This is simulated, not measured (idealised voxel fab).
process module | voxel wiring stack
cross-section cut | 300 nm wide | cells 5 nm
A cross-section is a grid of square cells, given in bands from the top down. A band is one or more rows of cells.
Each band's line starts with the height of the band's top and of its bottom, in nm. Then come its materials from left to right, each with its width in nm. One material with "throughout" fills the band from edge to edge. "air" is empty space.
Height 0 is the level under which the wafer as received is all one material. The lowest band goes on downwards, as in "0 down".
A width such as "30 to 40" changes by the same amount from each row of cells to the next, from the band's top row to its bottom row.
"no change" after a step means that no cell of the cross-section changed.
closed voids: empty space of 8 cells or more with no open way to the top, each as width x height at its distance from the left edge, in nm
after a step's settings: what the simulator itself notes on the step
overlay nm, on a step with a mask: how far to the right of its planned place the mask lay; to the left if negative
plan
1 op RECEIVE | material Si
2 op CONFORMAL_DEP | material SiO2 | thk nm 15
3 op DIRECTIONAL_DEP | material TiN | thk nm 5
4 op DIRECTIONAL_DEP | material Ru | thk nm 25
5 op PATTERN | tone cover | mask id METAL_1 | material resist | width nm 30 | pitch nm 45 | thk nm 20 | overlay nm 0
6 op DIRECTIONAL_ETCH | etch materials Ru | depth nm 25
7 op DIRECTIONAL_ETCH | etch materials TiN | depth nm 5
8 op STRIP | etch materials resist
9 op CONFORMAL_DEP | material SiN | thk nm 5
10 op FILL_DEP | material lowk | thk nm 10
11 op CMP | height nm 45
12 op CONFORMAL_DEP | material SiCN | thk nm 5
13 op DIRECTIONAL_DEP | material lowk | thk nm 30
14 op MASKED_ETCH | tone open | mask id METAL_2_HOLES | width nm 15 | pitch nm 45 | etch materials lowk | depth nm 30 | overlay nm 0
15 op MASKED_ETCH | tone open | mask id METAL_2 | width nm 30 | pitch nm 45 | etch materials lowk | depth nm 15 | overlay nm 0
16 op MASKED_ETCH | tone open | mask id METAL_2 | width nm 30 | pitch nm 45 | etch materials SiCN | depth nm 5 | overlay nm 0
17 op CONFORMAL_DEP | material TiN | thk nm 5
18 op FILL_DEP | material Cu | thk nm 10
19 op CMP | height nm 80
20 op CONFORMAL_DEP | material SiCN | thk nm 5
21 op DIRECTIONAL_DEP | material SiO2 | thk nm 30
22 op PATTERN | tone open | mask id METAL_3 | material resist | width nm 30 | pitch nm 45 | thk nm 20 | overlay nm 0
23 op DIRECTIONAL_ETCH | etch materials SiO2 | depth nm 15
24 op STRIP | etch materials resist
25 op MASKED_ETCH | tone open | mask id METAL_3_HOLES | width nm 15 | pitch nm 45 | etch materials SiO2 | depth nm 15 | overlay nm 0
26 op MASKED_ETCH | tone open | mask id METAL_3_HOLES | width nm 15 | pitch nm 45 | etch materials SiCN | depth nm 5 | overlay nm 0
27 op CONFORMAL_DEP | material TiN | thk nm 5
28 op FILL_DEP | material Cu | thk nm 10
29 op CMP | height nm 115
30 op CONFORMAL_DEP | material SiN | thk nm 5
as received, after step 1
  0 down: Si throughout
  closed voids: none
first wafer at the end, as planned
  120 to 115: SiN throughout
  115 to 105: SiO2 65 | TiN 5 | Cu 20 | TiN 5 | SiO2 15 | TiN 5 | Cu 20 | TiN 5 | SiO2 15 | TiN 5 | Cu 20 | TiN 5 | SiO2 15 | TiN 5 | Cu 20 | TiN 5 | SiO2 70
  105 to 100: SiO2 65 | TiN 5 | Cu 5 | TiN 20 | SiO2 15 | TiN 5 | Cu 5 | TiN 20 | SiO2 15 | TiN 5 | Cu 5 | TiN 20 | SiO2 15 | TiN 5 | Cu 5 | TiN 20 | SiO2 70
  100 to 85: SiO2 65 | TiN 5 | Cu 5 | TiN 5 | SiO2 30 | TiN 5 | Cu 5 | TiN 5 | SiO2 30 | TiN 5 | Cu 5 | TiN 5 | SiO2 30 | TiN 5 | Cu 5 | TiN 5 | SiO2 85
  85 to 80: SiCN 65 | TiN 15 | SiCN 30 | TiN 15 | SiCN 30 | TiN 15 | SiCN 30 | TiN 15 | SiCN 85
  80 to 70: lowk 65 | TiN 5 | Cu 20 | TiN 5 | lowk 15 | TiN 5 | Cu 20 | TiN 5 | lowk 15 | TiN 5 | Cu 20 | TiN 5 | lowk 15 | TiN 5 | Cu 20 | TiN 5 | lowk 70
  70 to 65: lowk 65 | TiN 5 | Cu 5 | TiN 20 | lowk 15 | TiN 5 | Cu 5 | TiN 20 | lowk 15 | TiN 5 | Cu 5 | TiN 20 | lowk 15 | TiN 5 | Cu 5 | TiN 20 | lowk 70
  65 to 50: lowk 65 | TiN 5 | Cu 5 | TiN 5 | lowk 30 | TiN 5 | Cu 5 | TiN 5 | lowk 30 | TiN 5 | Cu 5 | TiN 5 | lowk 30 | TiN 5 | Cu 5 | TiN 5 | lowk 85
  50 to 45: SiCN 65 | TiN 15 | SiCN 30 | TiN 15 | SiCN 30 | TiN 15 | SiCN 30 | TiN 15 | SiCN 85
  45 to 20: lowk 60 | SiN 5 | Ru 30 | SiN 5 | lowk 5 | SiN 5 | Ru 30 | SiN 5 | lowk 5 | SiN 5 | Ru 30 | SiN 5 | lowk 5 | SiN 5 | Ru 30 | SiN 5 | lowk 65
  20 to 15: SiN 65 | TiN 30 | SiN 15 | TiN 30 | SiN 15 | TiN 30 | SiN 15 | TiN 30 | SiN 70
  15 to 0: SiO2 throughout
  0 down: Si throughout
  closed voids: none
second wafer at the end: like start, like plan, one mistake
  120 to 115: SiN throughout
  115 to 105: SiO2 65 | TiN 5 | Cu 20 | TiN 5 | SiO2 15 | TiN 5 | Cu 20 | TiN 5 | SiO2 15 | TiN 5 | Cu 20 | TiN 5 | SiO2 15 | TiN 5 | Cu 20 | TiN 5 | SiO2 70
  105 to 100: SiO2 65 | TiN 5 | Cu 5 | TiN 20 | SiO2 15 | TiN 5 | Cu 5 | TiN 20 | SiO2 15 | TiN 5 | Cu 5 | TiN 20 | SiO2 15 | TiN 5 | Cu 5 | TiN 20 | SiO2 70
  100 to 85: SiO2 65 | TiN 5 | Cu 5 | TiN 5 | SiO2 30 | TiN 5 | Cu 5 | TiN 5 | SiO2 30 | TiN 5 | Cu 5 | TiN 5 | SiO2 30 | TiN 5 | Cu 5 | TiN 5 | SiO2 85
  85 to 80: SiCN 65 | TiN 15 | SiCN 30 | TiN 15 | SiCN 30 | TiN 15 | SiCN 30 | TiN 15 | SiCN 85
  80 to 70: lowk 65 | TiN 5 | Cu 20 | TiN 5 | lowk 15 | TiN 5 | Cu 20 | TiN 5 | lowk 15 | TiN 5 | Cu 20 | TiN 5 | lowk 15 | TiN 5 | Cu 20 | TiN 5 | lowk 70
  70 to 65: lowk 65 | TiN 5 | Cu 5 | TiN 20 | lowk 15 | TiN 5 | Cu 5 | TiN 20 | lowk 15 | TiN 5 | Cu 5 | TiN 20 | lowk 15 | TiN 5 | Cu 5 | TiN 20 | lowk 70
  65 to 50: lowk 65 | TiN 5 | Cu 5 | TiN 5 | lowk 30 | TiN 5 | Cu 5 | TiN 5 | lowk 30 | TiN 5 | Cu 5 | TiN 5 | lowk 30 | TiN 5 | Cu 5 | TiN 5 | lowk 85
  50 to 45: SiCN 65 | TiN 15 | SiCN 30 | TiN 15 | SiCN 30 | TiN 15 | SiCN 30 | TiN 15 | SiCN 85
  45 to 35: lowk 60 | SiN 5 | Ru 30 | SiN 5 | lowk 5 | SiN 5 | Ru 30 | SiN 5 | lowk 5 | SiN 5 | Ru 30 | SiN 5 | lowk 5 | SiN 5 | Ru 30 | SiN 5 | lowk 65
  35 to 30: SiN 65 | TiN 30 | SiN 15 | TiN 30 | SiN 15 | TiN 30 | SiN 15 | TiN 30 | SiN 70
  30 to 0: SiO2 throughout
  0 down: Si throughout
  closed voids: none
what went wrong: step 2 was run twice
at the end the second wafer has, in cells: 72 fewer of Ru | 24 fewer of SiN | 180 more of SiO2 | 84 fewer of lowk
